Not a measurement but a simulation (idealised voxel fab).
process module | voxel ribs on slabs
cross-section cut | 260 nm wide | cells 5 nm
A cross-section is a grid of square cells, given in bands from the top down. A band is one or more rows of cells.
Each band's line starts with the height of the band's top and of its bottom, in nm. Then come its materials from left to right, each with its width in nm. One material with "throughout" fills the band from edge to edge. "air" is empty space.
Height 0 is the level under which the wafer as received is all one material. The lowest band goes on downwards, as in "0 down".
A width such as "30 to 40" changes by the same amount from each row of cells to the next, from the band's top row to its bottom row.
"no change" after a step means that no cell of the cross-section changed.
closed voids: empty space of 8 cells or more with no open way to the top, each as width x height at its distance from the left edge, in nm
after a step's settings: what the simulator itself notes on the step
overlay nm, on a step with a mask: how far to the right of its planned place the mask lay; to the left if negative
plan
1 op RECEIVE | material Si
2 op DIRECTIONAL_DEP | material SiO2 | thk nm 25
3 op DIRECTIONAL_DEP | material SiN | thk nm 20
4 op DIRECTIONAL_DEP | material aC | thk nm 15
5 op PATTERN | tone cover | mask id RIB | material resist | width nm 25 | thk nm 30 | overlay nm 0
6 op DIRECTIONAL_ETCH | etch materials aC | depth nm 15
7 op STRIP | etch materials resist
8 op DIRECTIONAL_ETCH | etch materials SiN | depth nm 15
9 op STRIP | etch materials aC
10 op DIRECTIONAL_DEP | material aC | thk nm 10
11 op PATTERN | tone cover | mask id SLAB | material resist | width nm 75 | thk nm 30 | overlay nm 0
12 op DIRECTIONAL_ETCH | etch materials aC | depth nm 10
13 op STRIP | etch materials resist
14 op DIRECTIONAL_ETCH | etch materials SiN | depth nm 5
15 op STRIP | etch materials aC
16 op FILL_DEP | material SiO2 | thk nm 25
17 op CMP | height nm 65
18 op DIRECTIONAL_DEP | material TiN | thk nm 10
19 op MASKED_ETCH | tone cover | mask id HEATER | width nm 35 | etch materials TiN | depth nm 10 | overlay nm 0
20 op CONFORMAL_DEP | material SiO2 | thk nm 5
as received, after step 1
  0 down: Si throughout
  closed voids: none
first wafer at the end, as planned
  80 to 75: air 105 | SiO2 45 | air 110
  75 to 70: air 105 | SiO2 5 | TiN 35 | SiO2 5 | air 110
  70 to 65: SiO2 110 | TiN 35 | SiO2 115
  65 to 45: SiO2 throughout
  45 to 30: SiO2 115 | SiN 25 | SiO2 120
  30 to 25: SiO2 90 | SiN 75 | SiO2 95
  25 to 0: SiO2 throughout
  0 down: Si throughout
  closed voids: none
second wafer at the end: like start, like plan, one mistake
  80 to 75: air 105 | SiO2 45 | air 110
  75 to 70: air 105 | SiO2 5 | TiN 35 | SiO2 5 | air 110
  70 to 65: SiO2 110 | TiN 35 | SiO2 115
  65 to 55: SiO2 115 | SiN 25 | SiO2 120
  55 to 50: SiO2 90 | SiN 75 | SiO2 95
  50 to 0: SiO2 throughout
  0 down: Si throughout
  closed voids: none
what went wrong: step 2 was run twice
at the end the second wafer has, in cells: 5 fewer of SiN | 5 more of SiO2
